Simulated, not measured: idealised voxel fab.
Process module name: voxel wiring stack
Square cell edge 5 nm, section width 200 nm, ID cut.
A cross-section is a grid of square cells, given in bands from the top down. A band is one or more rows of cells.
Quick guide to a band line: top height, bottom height (nm) up front; then every material left to right with its width in nm. Only one material and it's marked "everywhere"? Then it fills the band edge to edge. And "empty" just means empty space.
We count height from 0. Below that, the starting wafer is all one material. The lowest band never ends at the bottom but goes on down; see "z 0 and below" for how that is written.
Width "30->40": first value at the band's top row of cells, second value at its bottom row, equal change from row to row.
"identical to before" -> step changed no cross-section cell.
Listed in "Closed void entries": every empty space of 8 or more cells without an open way to the top. Form: width x height at distance, the distance being from the left edge, all in nm.
Step line, after settings: the simulator's comment on this step.
"overlay nm", when on a step's line for a step with a mask, measures how far to the right of its planned place the mask lay; a negative measure means to the left.
Every pair from here on: before one process step, after it. The after cross-section reaches only to the lowest band that changed. Below the pair: the step in between and its settings. Pairs can belong to different runs of this module on the same starting wafer; a pair carries on from the pair above only if the entry headed "Pre-processing view" says so.
PRE-PROCESSING VIEW
* z 105 to 95: aC 25 nm; empty 25 nm; aC 15 nm; empty 25 nm; aC 15 nm; empty 25 nm; aC 15 nm; empty 25 nm; aC 30 nm
* z 95 to 75: lowk 25 nm; empty 25 nm; lowk 15 nm; empty 25 nm; lowk 15 nm; empty 25 nm; lowk 15 nm; empty 25 nm; lowk 30 nm
* z 75 to 60: lowk 25 nm; empty 15 nm; lowk 25 nm; empty 15 nm; lowk 25 nm; empty 15 nm; lowk 25 nm; empty 15 nm; lowk 40 nm
* z 60 to 55: SiCN everywhere
* z 55 to 45: Ru everywhere
* z 45 to 40: TiN 30 nm; Ru 15 nm; TiN 25 nm; Ru 15 nm; TiN 25 nm; Ru 15 nm; TiN 25 nm; Ru 15 nm; TiN 35 nm
* z 40 to 20: lowk 25 nm; TiN 5 nm; Ru 15 nm; TiN 5 nm; lowk 15 nm; TiN 5 nm; Ru 15 nm; TiN 5 nm; lowk 15 nm; TiN 5 nm; Ru 15 nm; TiN 5 nm; lowk 15 nm; TiN 5 nm; Ru 15 nm; TiN 5 nm; lowk 30 nm
* z 20 to 15: SiCN 25 nm; TiN 25 nm; SiCN 15 nm; TiN 25 nm; SiCN 15 nm; TiN 25 nm; SiCN 15 nm; TiN 25 nm; SiCN 30 nm
* z 15 to 0: SiO2 everywhere
* z 0 and below: Si everywhere
* Closed void entries: none
STRUCTURE AFTER STEP
* z 105 to 95: aC 25 nm; empty 25 nm; aC 15 nm; empty 25 nm; aC 15 nm; empty 25 nm; aC 15 nm; empty 25 nm; aC 30 nm
* z 95 to 75: lowk 25 nm; empty 25 nm; lowk 15 nm; empty 25 nm; lowk 15 nm; empty 25 nm; lowk 15 nm; empty 25 nm; lowk 30 nm
* z 75 to 60: lowk 25 nm; empty 15 nm; lowk 25 nm; empty 15 nm; lowk 25 nm; empty 15 nm; lowk 25 nm; empty 15 nm; lowk 40 nm
* z 60 to 55: SiCN 25 nm; empty 15 nm; SiCN 25 nm; empty 15 nm; SiCN 25 nm; empty 15 nm; SiCN 25 nm; empty 15 nm; SiCN 40 nm
* below 55: unchanged
* Closed void entries: none
Step between the cross-sections above: DIRECTIONAL_ETCH with etch materials SiCN, depth nm 5
Pre-processing view: It is represented by the cross-section appearing after the step of the pair directly above.
STRUCTURE AFTER STEP
* z 95 to 75: lowk 25 nm; empty 25 nm; lowk 15 nm; empty 25 nm; lowk 15 nm; empty 25 nm; lowk 15 nm; empty 25 nm; lowk 30 nm
* below 75: unchanged
* Closed void entries: none
Step between the cross-sections above: STRIP with etch materials aC
Pre-processing view: It is represented by the cross-section appearing after the step of the pair directly above.
STRUCTURE AFTER STEP
* z 100 to 95: TiN 30 nm; empty 15 nm; TiN 25 nm; empty 15 nm; TiN 25 nm; empty 15 nm; TiN 25 nm; empty 15 nm; TiN 35 nm
* z 95 to 80: lowk 25 nm; TiN 5 nm; empty 15 nm; TiN 5 nm; lowk 15 nm; TiN 5 nm; empty 15 nm; TiN 5 nm; lowk 15 nm; TiN 5 nm; empty 15 nm; TiN 5 nm; lowk 15 nm; TiN 5 nm; empty 15 nm; TiN 5 nm; lowk 30 nm
* z 80 to 75: lowk 25 nm; TiN 5 nm; empty 5 nm; TiN 15 nm; lowk 15 nm; TiN 5 nm; empty 5 nm; TiN 15 nm; lowk 15 nm; TiN 5 nm; empty 5 nm; TiN 15 nm; lowk 15 nm; TiN 5 nm; empty 5 nm; TiN 15 nm; lowk 30 nm
* z 75 to 60: lowk 25 nm; TiN 5 nm; empty 5 nm; TiN 5 nm; lowk 25 nm; TiN 5 nm; empty 5 nm; TiN 5 nm; lowk 25 nm; TiN 5 nm; empty 5 nm; TiN 5 nm; lowk 25 nm; TiN 5 nm; empty 5 nm; TiN 5 nm; lowk 40 nm
* z 60 to 55: SiCN 25 nm; TiN 15 nm; SiCN 25 nm; TiN 15 nm; SiCN 25 nm; TiN 15 nm; SiCN 25 nm; TiN 15 nm; SiCN 40 nm
* below 55: unchanged
* Closed void entries: none
Step between the cross-sections above: CONFORMAL_DEP with material TiN, thk nm 5
Pre-processing view: It is represented by the cross-section appearing after the step of the pair directly above.
STRUCTURE AFTER STEP
* z 105 to 100: Cu everywhere
* z 100 to 95: TiN 30 nm; Cu 15 nm; TiN 25 nm; Cu 15 nm; TiN 25 nm; Cu 15 nm; TiN 25 nm; Cu 15 nm; TiN 35 nm
* z 95 to 80: lowk 25 nm; TiN 5 nm; Cu 15 nm; TiN 5 nm; lowk 15 nm; TiN 5 nm; Cu 15 nm; TiN 5 nm; lowk 15 nm; TiN 5 nm; Cu 15 nm; TiN 5 nm; lowk 15 nm; TiN 5 nm; Cu 15 nm; TiN 5 nm; lowk 30 nm
* z 80 to 75: lowk 25 nm; TiN 5 nm; Cu 5 nm; TiN 15 nm; lowk 15 nm; TiN 5 nm; Cu 5 nm; TiN 15 nm; lowk 15 nm; TiN 5 nm; Cu 5 nm; TiN 15 nm; lowk 15 nm; TiN 5 nm; Cu 5 nm; TiN 15 nm; lowk 30 nm
* z 75 to 60: lowk 25 nm; TiN 5 nm; Cu 5 nm; TiN 5 nm; lowk 25 nm; TiN 5 nm; Cu 5 nm; TiN 5 nm; lowk 25 nm; TiN 5 nm; Cu 5 nm; TiN 5 nm; lowk 25 nm; TiN 5 nm; Cu 5 nm; TiN 5 nm; lowk 40 nm
* below 60: unchanged
* Closed void entries: none
Step between the cross-sections above: FILL_DEP with material Cu, thk nm 5
Pre-processing view: It is represented by the cross-section appearing after the step of the pair directly above.
STRUCTURE AFTER STEP
* z 80 to 75: lowk 25 nm; TiN 5 nm; Cu 5 nm; TiN 15 nm; lowk 15 nm; TiN 5 nm; Cu 5 nm; TiN 15 nm; lowk 15 nm; TiN 5 nm; Cu 5 nm; TiN 15 nm; lowk 15 nm; TiN 5 nm; Cu 5 nm; TiN 15 nm; lowk 30 nm
* below 75: unchanged
* Closed void entries: none
Step between the cross-sections above: CMP with height nm 80
Pre-processing view: It is represented by the cross-section appearing after the step of the pair directly above.
STRUCTURE AFTER STEP
* z 85 to 80: SiCN everywhere
* below 80: unchanged
* Closed void entries: none
Step between the cross-sections above: CONFORMAL_DEP with material SiCN, thk nm 5
Pre-processing view: It is represented by the cross-section appearing after the step of the pair directly above.
STRUCTURE AFTER STEP
* z 95 to 85: lowk everywhere
* below 85: unchanged
* Closed void entries: none
Step between the cross-sections above: DIRECTIONAL_DEP with material lowk, thk nm 10
Pre-processing view: It is represented by the cross-section appearing after the step of the pair directly above.
STRUCTURE AFTER STEP
* z 95 to 85: lowk 25 nm; empty 15 nm; lowk 65 nm; empty 15 nm; lowk 80 nm
* below 85: unchanged
* Closed void entries: none
Step between the cross-sections above: MASKED_ETCH with tone open, mask id PLUG_2, width nm 15, pitch nm 80, etch materials lowk, depth nm 10, overlay nm 0
Pre-processing view: It is represented by the cross-section appearing after the step of the pair directly above.
STRUCTURE AFTER STEP
* z 95 to 85: lowk 25 nm; empty 15 nm; lowk 65 nm; empty 15 nm; lowk 80 nm
* z 85 to 80: SiCN 25 nm; empty 15 nm; SiCN 65 nm; empty 15 nm; SiCN 80 nm
* below 80: unchanged
* Closed void entries: none
Step between the cross-sections above: MASKED_ETCH with tone open, mask id PLUG_2, width nm 15, pitch nm 80, etch materials SiCN, depth nm 5, overlay nm 0
Pre-processing view: It is represented by the cross-section appearing after the step of the pair directly above.
STRUCTURE AFTER STEP
* z 100 to 95: TiN 30 nm; empty 5 nm; TiN 75 nm; empty 5 nm; TiN 85 nm
* z 95 to 85: lowk 25 nm; TiN 5 nm; empty 5 nm; TiN 5 nm; lowk 65 nm; TiN 5 nm; empty 5 nm; TiN 5 nm; lowk 80 nm
* z 85 to 80: SiCN 25 nm; TiN 15 nm; SiCN 65 nm; TiN 15 nm; SiCN 80 nm
* below 80: unchanged
* Closed void entries: none
Step between the cross-sections above: CONFORMAL_DEP with material TiN, thk nm 5
Pre-processing view: It is represented by the cross-section appearing after the step of the pair directly above.
STRUCTURE AFTER STEP
* z 110 to 100: W everywhere
* z 100 to 95: TiN 30 nm; W 5 nm; TiN 75 nm; W 5 nm; TiN 85 nm
* z 95 to 85: lowk 25 nm; TiN 5 nm; W 5 nm; TiN 5 nm; lowk 65 nm; TiN 5 nm; W 5 nm; TiN 5 nm; lowk 80 nm
* below 85: unchanged
* Closed void entries: none
Step between the cross-sections above: FILL_DEP with material W, thk nm 10
Pre-processing view: It is represented by the cross-section appearing after the step of the pair directly above.
STRUCTURE AFTER STEP
* z 95 to 85: lowk 25 nm; TiN 5 nm; W 5 nm; TiN 5 nm; lowk 65 nm; TiN 5 nm; W 5 nm; TiN 5 nm; lowk 80 nm
* below 85: unchanged
* Closed void entries: none
Step between the cross-sections above: CMP with height nm 95
Pre-processing view: It is represented by the cross-section appearing after the step of the pair directly above.
STRUCTURE AFTER STEP
* z 100 to 95: TiN everywhere
* below 95: unchanged
* Closed void entries: none
Step between the cross-sections above: DIRECTIONAL_DEP with material TiN, thk nm 5
Pre-processing view: It is represented by the cross-section appearing after the step of the pair directly above.
STRUCTURE AFTER STEP
* z 125 to 100: Ru everywhere
* below 100: unchanged
* Closed void entries: none
Step between the cross-sections above: DIRECTIONAL_DEP with material Ru, thk nm 25
Pre-processing view: It is represented by the cross-section appearing after the step of the pair directly above.
STRUCTURE AFTER STEP
* z 145 to 125: empty 25 nm; resist 25 nm; empty 15 nm; resist 25 nm; empty 15 nm; resist 25 nm; empty 15 nm; resist 25 nm; empty 30 nm
* below 125: unchanged
* Closed void entries: none
Step between the cross-sections above: PATTERN with tone cover, mask id METAL_3, material resist, width nm 25, pitch nm 40, thk nm 20, overlay nm 0
Pre-processing view: It is represented by the cross-section appearing after the step of the pair directly above.
STRUCTURE AFTER STEP
* z 145 to 125: empty 25 nm; resist 25 nm; empty 15 nm; resist 25 nm; empty 15 nm; resist 25 nm; empty 15 nm; resist 25 nm; empty 30 nm
* z 125 to 100: empty 25 nm; Ru 25 nm; empty 15 nm; Ru 25 nm; empty 15 nm; Ru 25 nm; empty 15 nm; Ru 25 nm; empty 30 nm
* below 100: unchanged
* Closed void entries: none
Step between the cross-sections above: DIRECTIONAL_ETCH with etch materials Ru, depth nm 25
Pre-processing view: It is represented by the cross-section appearing after the step of the pair directly above.
STRUCTURE AFTER STEP
* z 145 to 125: empty 25 nm; resist 25 nm; empty 15 nm; resist 25 nm; empty 15 nm; resist 25 nm; empty 15 nm; resist 25 nm; empty 30 nm
* z 125 to 100: empty 25 nm; Ru 25 nm; empty 15 nm; Ru 25 nm; empty 15 nm; Ru 25 nm; empty 15 nm; Ru 25 nm; empty 30 nm
* z 100 to 95: empty 25 nm; TiN 25 nm; empty 15 nm; TiN 25 nm; empty 15 nm; TiN 25 nm; empty 15 nm; TiN 25 nm; empty 30 nm
* below 95: unchanged
* Closed void entries: none
Step between the cross-sections above: DIRECTIONAL_ETCH with etch materials TiN, depth nm 5
Pre-processing view: It is represented by the cross-section appearing after the step of the pair directly above.
STRUCTURE AFTER STEP
* z 125 to 100: empty 25 nm; Ru 25 nm; empty 15 nm; Ru 25 nm; empty 15 nm; Ru 25 nm; empty 15 nm; Ru 25 nm; empty 30 nm
* below 100: unchanged
* Closed void entries: none
Step between the cross-sections above: STRIP with etch materials resist
Pre-processing view: It is represented by the cross-section appearing after the step of the pair directly above.
STRUCTURE AFTER STEP
* z 135 to 125: lowk everywhere
* z 125 to 100: lowk 25 nm; Ru 25 nm; lowk 15 nm; Ru 25 nm; lowk 15 nm; Ru 25 nm; lowk 15 nm; Ru 25 nm; lowk 30 nm
* z 100 to 95: lowk 25 nm; TiN 25 nm; lowk 15 nm; TiN 25 nm; lowk 15 nm; TiN 25 nm; lowk 15 nm; TiN 25 nm; lowk 30 nm
* below 95: unchanged
* Closed void entries: none
Step between the cross-sections above: FILL_DEP with material lowk, thk nm 10
Pre-processing view: It is represented by the cross-section appearing after the step of the pair directly above.
STRUCTURE AFTER STEP
* z 125 to 100: lowk 25 nm; Ru 25 nm; lowk 15 nm; Ru 25 nm; lowk 15 nm; Ru 25 nm; lowk 15 nm; Ru 25 nm; lowk 30 nm
* below 100: unchanged
* Closed void entries: none
Step between the cross-sections above: CMP with height nm 125
Pre-processing view: It is represented by the cross-section appearing after the step of the pair directly above.
STRUCTURE AFTER STEP
* z 130 to 125: SiCN everywhere
* below 125: unchanged
* Closed void entries: none
Step between the cross-sections above: CONFORMAL_DEP with material SiCN, thk nm 5
PRE-PROCESSING VIEW
* z 80 to 45: lowk everywhere
* z 45 to 40: SiCN everywhere
* z 40 to 20: lowk 25 nm; TiN 5 nm; Ru 15 nm; TiN 5 nm; lowk 15 nm; TiN 5 nm; Ru 15 nm; TiN 5 nm; lowk 15 nm; TiN 5 nm; Ru 15 nm; TiN 5 nm; lowk 15 nm; TiN 5 nm; Ru 15 nm; TiN 5 nm; lowk 30 nm
* z 20 to 15: SiCN 25 nm; TiN 25 nm; SiCN 15 nm; TiN 25 nm; SiCN 15 nm; TiN 25 nm; SiCN 15 nm; TiN 25 nm; SiCN 30 nm
* z 15 to 0: SiO2 everywhere
* z 0 and below: Si everywhere
* Closed void entries: none
STRUCTURE AFTER STEP
* z 115 to 45: lowk everywhere
* below 45: unchanged
* Closed void entries: none
Step between the cross-sections above: DIRECTIONAL_DEP with material lowk, thk nm 35
Pre-processing view: It is represented by the cross-section appearing after the step of the pair directly above.
STRUCTURE AFTER STEP
* z 130 to 115: aC everywhere
* below 115: unchanged
* Closed void entries: none
Step between the cross-sections above: DIRECTIONAL_DEP with material aC, thk nm 15
Pre-processing view: It is represented by the cross-section appearing after the step of the pair directly above.
STRUCTURE AFTER STEP
* z 160 to 130: resist 25 nm; empty 15 nm; resist 25 nm; empty 15 nm; resist 25 nm; empty 15 nm; resist 25 nm; empty 15 nm; resist 40 nm
* below 130: unchanged
* Closed void entries: none
Step between the cross-sections above: PATTERN with tone open, mask id METAL_2_HOLES, material resist, width nm 15, pitch nm 40, thk nm 30, overlay nm 0
Pre-processing view: It is represented by the cross-section appearing after the step of the pair directly above.
STRUCTURE AFTER STEP
* z 145 to 130: resist 25 nm; empty 15 nm; resist 25 nm; empty 15 nm; resist 25 nm; empty 15 nm; resist 25 nm; empty 15 nm; resist 40 nm
* z 130 to 115: aC 25 nm; empty 15 nm; aC 25 nm; empty 15 nm; aC 25 nm; empty 15 nm; aC 25 nm; empty 15 nm; aC 40 nm
* below 115: unchanged
* Closed void entries: none
Step between the cross-sections above: DIRECTIONAL_ETCH with etch materials aC, depth nm 15
Pre-processing view: It is represented by the cross-section appearing after the step of the pair directly above.
STRUCTURE AFTER STEP
* z 130 to 115: aC 25 nm; empty 15 nm; aC 25 nm; empty 15 nm; aC 25 nm; empty 15 nm; aC 25 nm; empty 15 nm; aC 40 nm
* below 115: unchanged
* Closed void entries: none
Step between the cross-sections above: STRIP with etch materials resist
Pre-processing view: It is represented by the cross-section appearing after the step of the pair directly above.
STRUCTURE AFTER STEP
* z 130 to 115: aC 25 nm; empty 15 nm; aC 25 nm; empty 15 nm; aC 25 nm; empty 15 nm; aC 25 nm; empty 15 nm; aC 40 nm
* z 115 to 80: lowk 25 nm; empty 15 nm; lowk 25 nm; empty 15 nm; lowk 25 nm; empty 15 nm; lowk 25 nm; empty 15 nm; lowk 40 nm
* below 80: unchanged
* Closed void entries: none
Step between the cross-sections above: DIRECTIONAL_ETCH with etch materials lowk, depth nm 35
Pre-processing view: It is represented by the cross-section appearing after the step of the pair directly above.
STRUCTURE AFTER STEP
* z 115 to 80: lowk 25 nm; empty 15 nm; lowk 25 nm; empty 15 nm; lowk 25 nm; empty 15 nm; lowk 25 nm; empty 15 nm; lowk 40 nm
* below 80: unchanged
* Closed void entries: none
Step between the cross-sections above: STRIP with etch materials aC
Pre-processing view: It is represented by the cross-section appearing after the step of the pair directly above.
STRUCTURE AFTER STEP
* z 125 to 115: aC 25 nm; empty 15 nm; aC 25 nm; empty 15 nm; aC 25 nm; empty 15 nm; aC 25 nm; empty 15 nm; aC 40 nm
* z 115 to 90: lowk 25 nm; empty 15 nm; lowk 25 nm; empty 15 nm; lowk 25 nm; empty 15 nm; lowk 25 nm; empty 15 nm; lowk 40 nm
* z 90 to 80: lowk 25 nm; aC 15 nm; lowk 25 nm; aC 15 nm; lowk 25 nm; aC 15 nm; lowk 25 nm; aC 15 nm; lowk 40 nm
* below 80: unchanged
* Closed void entries: none
Step between the cross-sections above: DIRECTIONAL_DEP with material aC, thk nm 10
Pre-processing view: It is represented by the cross-section appearing after the step of the pair directly above.
STRUCTURE AFTER STEP
* z 150 to 125: resist 25 nm; empty 25 nm; resist 15 nm; empty 25 nm; resist 15 nm; empty 25 nm; resist 15 nm; empty 25 nm; resist 30 nm
* below 125: unchanged
* Closed void entries: none
Step between the cross-sections above: PATTERN with tone open, mask id METAL_2, material resist, width nm 25, pitch nm 40, thk nm 25, overlay nm 0
Pre-processing view: It is represented by the cross-section appearing after the step of the pair directly above.
STRUCTURE AFTER STEP
* z 140 to 125: resist 25 nm; empty 25 nm; resist 15 nm; empty 25 nm; resist 15 nm; empty 25 nm; resist 15 nm; empty 25 nm; resist 30 nm
* z 125 to 115: aC 25 nm; empty 25 nm; aC 15 nm; empty 25 nm; aC 15 nm; empty 25 nm; aC 15 nm; empty 25 nm; aC 30 nm
* z 115 to 80: lowk 25 nm; empty 15 nm; lowk 25 nm; empty 15 nm; lowk 25 nm; empty 15 nm; lowk 25 nm; empty 15 nm; lowk 40 nm
* below 80: unchanged
* Closed void entries: none
Step between the cross-sections above: DIRECTIONAL_ETCH with etch materials aC, depth nm 10
Pre-processing view: It is represented by the cross-section appearing after the step of the pair directly above.
STRUCTURE AFTER STEP
* z 125 to 115: aC 25 nm; empty 25 nm; aC 15 nm; empty 25 nm; aC 15 nm; empty 25 nm; aC 15 nm; empty 25 nm; aC 30 nm
* below 115: unchanged
* Closed void entries: none
Step between the cross-sections above: STRIP with etch materials resist
Pre-processing view: It is represented by the cross-section appearing after the step of the pair directly above.
STRUCTURE AFTER STEP
* z 125 to 115: aC 25 nm; empty 25 nm; aC 15 nm; empty 25 nm; aC 15 nm; empty 25 nm; aC 15 nm; empty 25 nm; aC 30 nm
* z 115 to 95: lowk 25 nm; empty 25 nm; lowk 15 nm; empty 25 nm; lowk 15 nm; empty 25 nm; lowk 15 nm; empty 25 nm; lowk 30 nm
* z 95 to 60: lowk 25 nm; empty 15 nm; lowk 25 nm; empty 15 nm; lowk 25 nm; empty 15 nm; lowk 25 nm; empty 15 nm; lowk 40 nm
* below 60: unchanged
* Closed void entries: none
Step between the cross-sections above: DIRECTIONAL_ETCH with etch materials lowk, depth nm 20
Pre-processing view: It is represented by the cross-section appearing after the step of the pair directly above.
STRUCTURE AFTER STEP
* z 115 to 95: lowk 25 nm; empty 25 nm; lowk 15 nm; empty 25 nm; lowk 15 nm; empty 25 nm; lowk 15 nm; empty 25 nm; lowk 30 nm
* below 95: unchanged
* Closed void entries: none
Step between the cross-sections above: STRIP with etch materials aC
Pre-processing view: It is represented by the cross-section appearing after the step of the pair directly above.
STRUCTURE AFTER STEP
* z 120 to 115: TiN 30 nm; empty 15 nm; TiN 25 nm; empty 15 nm; TiN 25 nm; empty 15 nm; TiN 25 nm; empty 15 nm; TiN 35 nm
* z 115 to 100: lowk 25 nm; TiN 5 nm; empty 15 nm; TiN 5 nm; lowk 15 nm; TiN 5 nm; empty 15 nm; TiN 5 nm; lowk 15 nm; TiN 5 nm; empty 15 nm; TiN 5 nm; lowk 15 nm; TiN 5 nm; empty 15 nm; TiN 5 nm; lowk 30 nm
* z 100 to 95: lowk 25 nm; TiN 5 nm; empty 5 nm; TiN 15 nm; lowk 15 nm; TiN 5 nm; empty 5 nm; TiN 15 nm; lowk 15 nm; TiN 5 nm; empty 5 nm; TiN 15 nm; lowk 15 nm; TiN 5 nm; empty 5 nm; TiN 15 nm; lowk 30 nm
* z 95 to 65: lowk 25 nm; TiN 5 nm; empty 5 nm; TiN 5 nm; lowk 25 nm; TiN 5 nm; empty 5 nm; TiN 5 nm; lowk 25 nm; TiN 5 nm; empty 5 nm; TiN 5 nm; lowk 25 nm; TiN 5 nm; empty 5 nm; TiN 5 nm; lowk 40 nm
* z 65 to 60: lowk 25 nm; TiN 15 nm; lowk 25 nm; TiN 15 nm; lowk 25 nm; TiN 15 nm; lowk 25 nm; TiN 15 nm; lowk 40 nm
* below 60: unchanged
* Closed void entries: none
Step between the cross-sections above: CONFORMAL_DEP with material TiN, thk nm 5
Pre-processing view: It is represented by the cross-section appearing after the step of the pair directly above.
STRUCTURE AFTER STEP
* z 125 to 120: Cu everywhere
* z 120 to 115: TiN 30 nm; Cu 15 nm; TiN 25 nm; Cu 15 nm; TiN 25 nm; Cu 15 nm; TiN 25 nm; Cu 15 nm; TiN 35 nm
* z 115 to 100: lowk 25 nm; TiN 5 nm; Cu 15 nm; TiN 5 nm; lowk 15 nm; TiN 5 nm; Cu 15 nm; TiN 5 nm; lowk 15 nm; TiN 5 nm; Cu 15 nm; TiN 5 nm; lowk 15 nm; TiN 5 nm; Cu 15 nm; TiN 5 nm; lowk 30 nm
* z 100 to 95: lowk 25 nm; TiN 5 nm; Cu 5 nm; TiN 15 nm; lowk 15 nm; TiN 5 nm; Cu 5 nm; TiN 15 nm; lowk 15 nm; TiN 5 nm; Cu 5 nm; TiN 15 nm; lowk 15 nm; TiN 5 nm; Cu 5 nm; TiN 15 nm; lowk 30 nm
* z 95 to 65: lowk 25 nm; TiN 5 nm; Cu 5 nm; TiN 5 nm; lowk 25 nm; TiN 5 nm; Cu 5 nm; TiN 5 nm; lowk 25 nm; TiN 5 nm; Cu 5 nm; TiN 5 nm; lowk 25 nm; TiN 5 nm; Cu 5 nm; TiN 5 nm; lowk 40 nm
* below 65: unchanged
* Closed void entries: none
Step between the cross-sections above: FILL_DEP with material Cu, thk nm 5
Pre-processing view: It is represented by the cross-section appearing after the step of the pair directly above.
STRUCTURE AFTER STEP
* z 80 to 65: lowk 25 nm; TiN 5 nm; Cu 5 nm; TiN 5 nm; lowk 25 nm; TiN 5 nm; Cu 5 nm; TiN 5 nm; lowk 25 nm; TiN 5 nm; Cu 5 nm; TiN 5 nm; lowk 25 nm; TiN 5 nm; Cu 5 nm; TiN 5 nm; lowk 40 nm
* below 65: unchanged
* Closed void entries: none
Step between the cross-sections above: CMP with height nm 80
Pre-processing view: It is represented by the cross-section appearing after the step of the pair directly above.
STRUCTURE AFTER STEP
* z 85 to 80: SiCN everywhere
* below 80: unchanged
* Closed void entries: none
Step between the cross-sections above: CONFORMAL_DEP with material SiCN, thk nm 5
Pre-processing view: It is represented by the cross-section appearing after the step of the pair directly above.
STRUCTURE AFTER STEP
* z 95 to 85: lowk everywhere
* below 85: unchanged
* Closed void entries: none
Step between the cross-sections above: DIRECTIONAL_DEP with material lowk, thk nm 10
Pre-processing view: It is represented by the cross-section appearing after the step of the pair directly above.
STRUCTURE AFTER STEP
* z 95 to 85: lowk 25 nm; empty 15 nm; lowk 65 nm; empty 15 nm; lowk 80 nm
* below 85: unchanged
* Closed void entries: none
Step between the cross-sections above: MASKED_ETCH with tone open, mask id PLUG_2, width nm 15, pitch nm 80, etch materials lowk, depth nm 10, overlay nm 0
Pre-processing view: It is represented by the cross-section appearing after the step of the pair directly above.
STRUCTURE AFTER STEP
* z 95 to 85: lowk 25 nm; empty 15 nm; lowk 65 nm; empty 15 nm; lowk 80 nm
* z 85 to 80: SiCN 25 nm; empty 15 nm; SiCN 65 nm; empty 15 nm; SiCN 80 nm
* below 80: unchanged
* Closed void entries: none
Step between the cross-sections above: MASKED_ETCH with tone open, mask id PLUG_2, width nm 15, pitch nm 80, etch materials SiCN, depth nm 5, overlay nm 0
Pre-processing view: It is represented by the cross-section appearing after the step of the pair directly above.
STRUCTURE AFTER STEP
* z 100 to 95: TiN 30 nm; empty 5 nm; TiN 75 nm; empty 5 nm; TiN 85 nm
* z 95 to 85: lowk 25 nm; TiN 5 nm; empty 5 nm; TiN 5 nm; lowk 65 nm; TiN 5 nm; empty 5 nm; TiN 5 nm; lowk 80 nm
* z 85 to 80: SiCN 25 nm; TiN 15 nm; SiCN 65 nm; TiN 15 nm; SiCN 80 nm
* below 80: unchanged
* Closed void entries: none
Step between the cross-sections above: CONFORMAL_DEP with material TiN, thk nm 5
Pre-processing view: It is represented by the cross-section appearing after the step of the pair directly above.
STRUCTURE AFTER STEP
* z 110 to 100: W everywhere
* z 100 to 95: TiN 30 nm; W 5 nm; TiN 75 nm; W 5 nm; TiN 85 nm
* z 95 to 85: lowk 25 nm; TiN 5 nm; W 5 nm; TiN 5 nm; lowk 65 nm; TiN 5 nm; W 5 nm; TiN 5 nm; lowk 80 nm
* below 85: unchanged
* Closed void entries: none
Step between the cross-sections above: FILL_DEP with material W, thk nm 10
Pre-processing view: It is represented by the cross-section appearing after the step of the pair directly above.
STRUCTURE AFTER STEP
* z 95 to 85: lowk 25 nm; TiN 5 nm; W 5 nm; TiN 5 nm; lowk 65 nm; TiN 5 nm; W 5 nm; TiN 5 nm; lowk 80 nm
* below 85: unchanged
* Closed void entries: none
Step between the cross-sections above: CMP with height nm 95
Pre-processing view: It is represented by the cross-section appearing after the step of the pair directly above.
STRUCTURE AFTER STEP
* z 100 to 95: TiN everywhere
* below 95: unchanged
* Closed void entries: none
Step between the cross-sections above: DIRECTIONAL_DEP with material TiN, thk nm 5
Pre-processing view: It is represented by the cross-section appearing after the step of the pair directly above.
STRUCTURE AFTER STEP
* z 125 to 100: Ru everywhere
* below 100: unchanged
* Closed void entries: none
Step between the cross-sections above: DIRECTIONAL_DEP with material Ru, thk nm 25
Pre-processing view: It is represented by the cross-section appearing after the step of the pair directly above.
STRUCTURE AFTER STEP
* z 145 to 125: empty 25 nm; resist 25 nm; empty 15 nm; resist 25 nm; empty 15 nm; resist 25 nm; empty 15 nm; resist 25 nm; empty 30 nm
* below 125: unchanged
* Closed void entries: none
Step between the cross-sections above: PATTERN with tone cover, mask id METAL_3, material resist, width nm 25, pitch nm 40, thk nm 20, overlay nm 0
Pre-processing view: It is represented by the cross-section appearing after the step of the pair directly above.
STRUCTURE AFTER STEP
* z 145 to 125: empty 25 nm; resist 25 nm; empty 15 nm; resist 25 nm; empty 15 nm; resist 25 nm; empty 15 nm; resist 25 nm; empty 30 nm
* z 125 to 100: empty 25 nm; Ru 25 nm; empty 15 nm; Ru 25 nm; empty 15 nm; Ru 25 nm; empty 15 nm; Ru 25 nm; empty 30 nm
* below 100: unchanged
* Closed void entries: none
Step between the cross-sections above: DIRECTIONAL_ETCH with etch materials Ru, depth nm 25
Pre-processing view: It is represented by the cross-section appearing after the step of the pair directly above.
STRUCTURE AFTER STEP
* z 145 to 125: empty 25 nm; resist 25 nm; empty 15 nm; resist 25 nm; empty 15 nm; resist 25 nm; empty 15 nm; resist 25 nm; empty 30 nm
* z 125 to 100: empty 25 nm; Ru 25 nm; empty 15 nm; Ru 25 nm; empty 15 nm; Ru 25 nm; empty 15 nm; Ru 25 nm; empty 30 nm
* z 100 to 95: empty 25 nm; TiN 25 nm; empty 15 nm; TiN 25 nm; empty 15 nm; TiN 25 nm; empty 15 nm; TiN 25 nm; empty 30 nm
* below 95: unchanged
* Closed void entries: none
Step between the cross-sections above: DIRECTIONAL_ETCH with etch materials TiN, depth nm 5
Pre-processing view: It is represented by the cross-section appearing after the step of the pair directly above.
STRUCTURE AFTER STEP
* z 125 to 100: empty 25 nm; Ru 25 nm; empty 15 nm; Ru 25 nm; empty 15 nm; Ru 25 nm; empty 15 nm; Ru 25 nm; empty 30 nm
* below 100: unchanged
* Closed void entries: none
Step between the cross-sections above: STRIP with etch materials resist
Pre-processing view: It is represented by the cross-section appearing after the step of the pair directly above.
STRUCTURE AFTER STEP
* z 135 to 125: lowk everywhere
* z 125 to 100: lowk 25 nm; Ru 25 nm; lowk 15 nm; Ru 25 nm; lowk 15 nm; Ru 25 nm; lowk 15 nm; Ru 25 nm; lowk 30 nm
* z 100 to 95: lowk 25 nm; TiN 25 nm; lowk 15 nm; TiN 25 nm; lowk 15 nm; TiN 25 nm; lowk 15 nm; TiN 25 nm; lowk 30 nm
* below 95: unchanged
* Closed void entries: none
Step between the cross-sections above: FILL_DEP with material lowk, thk nm 10
Pre-processing view: It is represented by the cross-section appearing after the step of the pair directly above.
STRUCTURE AFTER STEP
* z 125 to 100: lowk 25 nm; Ru 25 nm; lowk 15 nm; Ru 25 nm; lowk 15 nm; Ru 25 nm; lowk 15 nm; Ru 25 nm; lowk 30 nm
* below 100: unchanged
* Closed void entries: none
Step between the cross-sections above: CMP with height nm 125
Pre-processing view: It is represented by the cross-section appearing after the step of the pair directly above.
STRUCTURE AFTER STEP
* z 130 to 125: SiCN everywhere
* below 125: unchanged
* Closed void entries: none
Step between the cross-sections above: CONFORMAL_DEP with material SiCN, thk nm 5
